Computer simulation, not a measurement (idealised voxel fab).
The name of this process module is voxel ribs on slabs.
This is section cut - it's 145 nm across, gridded in 5 nm square cells.
Square cells in a grid make up a cross-section in this document, and the grid is given as bands, listed from the top down, each one or more rows of cells.
Band entry format. Leading values: height of top, height of bottom, nm. Remainder: materials in left-to-right order, each with its width in nm. Special words: "all across" on a single material, which then fills the band edge to edge; "air", empty space.
Note: height 0 marks the level under which the wafer is uniformly one material as received. Lowest band unbounded below, written "top 0, no bottom".
A width such as "30 to 40" changes by the same amount from each row of cells to the next, from the band's top row to its bottom row.
What does "no modification" mean for a step? It means no cell of the cross-section changed in that step.
So "Fully enclosed voids" is basically the list of trapped voids: any empty space of 8 cells or more that can't reach the top through an opening. They're written width x height at distance, the distance being from the left edge, and it's all nm.
after a step's settings: what the simulator itself notes on the step
"overlay nm" on a masked step: distance the mask lay right of its planned place, negative for left.

-- Process steps (planned)
1,RECEIVE [material Si]
2,DIRECTIONAL_DEP [material SiO2] [thk nm 25]
3,DIRECTIONAL_DEP [material polySi] [thk nm 20]
4,DIRECTIONAL_DEP [material aC] [thk nm 10]
5,PATTERN [tone cover] [mask id RIB] [material resist] [width nm 20] [thk nm 25] [overlay nm 0]
6,DIRECTIONAL_ETCH [etch materials aC] [depth nm 10]
7,STRIP [etch materials resist]
8,DIRECTIONAL_ETCH [etch materials polySi] [depth nm 15]
9,STRIP [etch materials aC]
10,DIRECTIONAL_DEP [material aC] [thk nm 15]
11,PATTERN [tone cover] [mask id SLAB] [material resist] [width nm 60] [thk nm 30] [overlay nm 0]
12,DIRECTIONAL_ETCH [etch materials aC] [depth nm 15]
13,STRIP [etch materials resist]
14,DIRECTIONAL_ETCH [etch materials polySi] [depth nm 5]
15,STRIP [etch materials aC]
16,FILL_DEP [material SiO2] [thk nm 20]
17,CMP [height nm 55]
18,DIRECTIONAL_DEP [material TiN] [thk nm 10]
19,PATTERN [tone cover] [mask id HEATER] [material resist] [width nm 30] [thk nm 20] [overlay nm 0]
20,DIRECTIONAL_ETCH [etch materials TiN] [depth nm 10]
21,STRIP [etch materials resist]
22,CONFORMAL_DEP [material SiO2] [thk nm 10]

-- Wafer cross-section on receipt, i.e. after step 1
top 0, no bottom = Si all across
Fully enclosed voids: none

-- First of two wafers, end-of-module section, run followed plan
top 75, bottom 65 = air 45 | SiO2 50 | air 50
top 65, bottom 55 = SiO2 55 | TiN 30 | SiO2 60
top 55, bottom 45 = SiO2 all across
top 45, bottom 30 = SiO2 60 | polySi 20 | SiO2 65
top 30, bottom 25 = SiO2 40 | polySi 60 | SiO2 45
top 25, bottom 0 = SiO2 all across
top 0, no bottom = Si all across
Fully enclosed voids: none

-- This cross-section belongs to the second wafer of two at the end of the module; the start and the plan were shared with the first, and the run included one mistake
top 75, bottom 65 = air 45 | SiO2 50 | air 50
top 65, bottom 55 = SiO2 55 | TiN 30 | SiO2 60
top 55, bottom 20 = SiO2 all across
top 20, bottom 0 = polySi all across
top 0, no bottom = Si all across
Fully enclosed voids: none
The mistake made against the process plan was this: it was found that steps 2 and 3 of the process plan had been performed in exchanged positions
Wrapping up, a cell-based count of both wafers puts the second over or under the first for these materials: 92 fewer of SiO2, 92 more of polySi
